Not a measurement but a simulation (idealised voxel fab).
The following process module bears the name voxel transistor to metal.
The width of the displayed cross-section, cut, is 145 nm; its cells are square, with a size of 5 nm.
How to read a cross-section here: the picture is a grid of square cells, written as bands going from the top down, and any band can span one or more rows of cells. A band entry consists of two parts. The first gives the height of the band's top and the height of its bottom, in nm. The rest lists the band's materials from left to right, each with its width in nm. A single material labelled with the word "all across" fills the band from edge to edge, and the word "blank" marks empty space. Height reference: 0 = level under which incoming wafer is all one material. Lowest band: no bottom, runs on downward, e.g. "0 -> down". The expression "30..40" gives the width at the extremes of the band, the first number at its top row of cells and the second at its bottom row, with the width changing by equal amounts from each row to the next in between. What does "nothing was modified" mean for a step? It means no cell of the cross-section changed in that step. In "Fully sealed voids" the enclosed voids are listed, meaning empty spaces of 8 cells or larger without any opening to the top. The form is width x height at distance, distance from the left edge, units nm. after a step's settings: what the simulator itself notes on the step. On any step carrying a mask, the "overlay nm" setting, if present on the step's line, tells how far right of its planned place the mask lay; negative values point to the left.
-- Process steps - plan
1,RECEIVE,material Si
2,CONFORMAL_DEP,material SiO2,thk nm 5
3,CONFORMAL_DEP,material SiN,thk nm 10
4,MASKED_ETCH,tone cover,mask id ACTIVE,width nm 95,etch materials SiN,depth nm 10,overlay nm 0
5,MASKED_ETCH,tone cover,mask id ACTIVE,width nm 95,etch materials SiO2,depth nm 5,overlay nm 0
6,MASKED_ETCH,tone cover,mask id ACTIVE,width nm 95,etch materials Si,depth nm 35,overlay nm 0
7,OXIDIZE,depth nm 5
8,FILL_DEP,material SiO2,thk nm 15
9,CMP,height nm 15
10,SELECTIVE_ETCH,etch materials SiO2,depth nm 10
11,STRIP,etch materials SiN
12,SELECTIVE_ETCH,etch materials SiO2,depth nm 5
13,OXIDIZE,depth nm 5
14,DIRECTIONAL_DEP,material polySi,thk nm 30
15,DIRECTIONAL_DEP,material SiCN,thk nm 10
16,MASKED_ETCH,tone cover,mask id GATE,width nm 25,etch materials SiCN,depth nm 20,overlay nm 0
17,MASKED_ETCH,tone cover,mask id GATE,width nm 25,etch materials polySi,depth nm 40,overlay nm 0
18,CONFORMAL_DEP,material SiN,thk nm 5
19,DIRECTIONAL_ETCH,etch materials SiN,depth nm 5
20,DIRECTIONAL_ETCH,etch materials SiO2,depth nm 5
21,EPI,material SiGe,thk nm 5
22,FILL_DEP,material SiO2,thk nm 5
23,CMP,height nm 40
24,DIRECTIONAL_DEP,material SiO2,thk nm 10
25,PATTERN,tone open,mask id CONTACT,material resist,width nm 15,pitch nm 70,thk nm 20,overlay nm 0
26,DIRECTIONAL_ETCH,etch materials SiO2,depth nm 50
27,STRIP,etch materials resist
28,CONFORMAL_DEP,material TiN,thk nm 5
29,FILL_DEP,material W,thk nm 10
30,CMP,height nm 50
31,CONFORMAL_DEP,material SiCN,thk nm 5
32,DIRECTIONAL_DEP,material lowk,thk nm 25
33,DIRECTIONAL_DEP,material aC,thk nm 15
34,PATTERN,tone open,mask id METAL_1,material resist,width nm 15,pitch nm 70,thk nm 30,overlay nm 0
35,DIRECTIONAL_ETCH,etch materials aC,depth nm 15
36,STRIP,etch materials resist
37,DIRECTIONAL_ETCH,etch materials lowk,depth nm 25
38,DIRECTIONAL_ETCH,etch materials SiCN,depth nm 5
39,STRIP,etch materials aC
40,CONFORMAL_DEP,material TiN,thk nm 5
41,FILL_DEP,material Ru,thk nm 10
42,CMP,height nm 80
43,CONFORMAL_DEP,material SiCN,thk nm 5
44,DIRECTIONAL_DEP,material lowk,thk nm 35
45,PATTERN,tone open,mask id METAL_2,material resist,width nm 15,pitch nm 70,thk nm 15,overlay nm 0
46,DIRECTIONAL_ETCH,etch materials lowk,depth nm 20
47,STRIP,etch materials resist
48,MASKED_ETCH,tone open,mask id METAL_2_HOLES,width nm 15,pitch nm 70,etch materials lowk,depth nm 15,overlay nm 0
49,MASKED_ETCH,tone open,mask id METAL_2_HOLES,width nm 15,pitch nm 70,etch materials SiCN,depth nm 5,overlay nm 0
50,CONFORMAL_DEP,material TiN,thk nm 5
51,FILL_DEP,material Ru,thk nm 10
52,CMP,height nm 120
53,CONFORMAL_DEP,material SiN,thk nm 5
Wafers differ in width nm at step 25; plan lists the first wafer's value; identical starting state.
-- The first of several wafers, as received after step 1, seen in section
    0 -> down: Si all across
    Fully sealed voids: none
-- Per-wafer rows below. For each material: cells gained (+) or lost (-) since the wafer was received, as of end of module. Then: closed voids
width nm 15; +24 Ru; -113 Si; +56 SiCN; +12 SiGe; +45 SiN; +275 SiO2; +102 TiN; +18 W; +276 lowk; +30 polySi; Fully sealed voids: none
width nm 20; +24 Ru; -113 Si; +56 SiCN; +12 SiGe; +45 SiN; +255 SiO2; +104 TiN; +36 W; +276 lowk; +30 polySi; Fully sealed voids: none
width nm 25; +24 Ru; -113 Si; +56 SiCN; +12 SiGe; +45 SiN; +235 SiO2; +106 TiN; +54 W; +276 lowk; +30 polySi; Fully sealed voids: none
width nm 30; +24 Ru; -113 Si; +56 SiCN; +12 SiGe; +45 SiN; +215 SiO2; +108 TiN; +72 W; +276 lowk; +30 polySi; Fully sealed voids: none
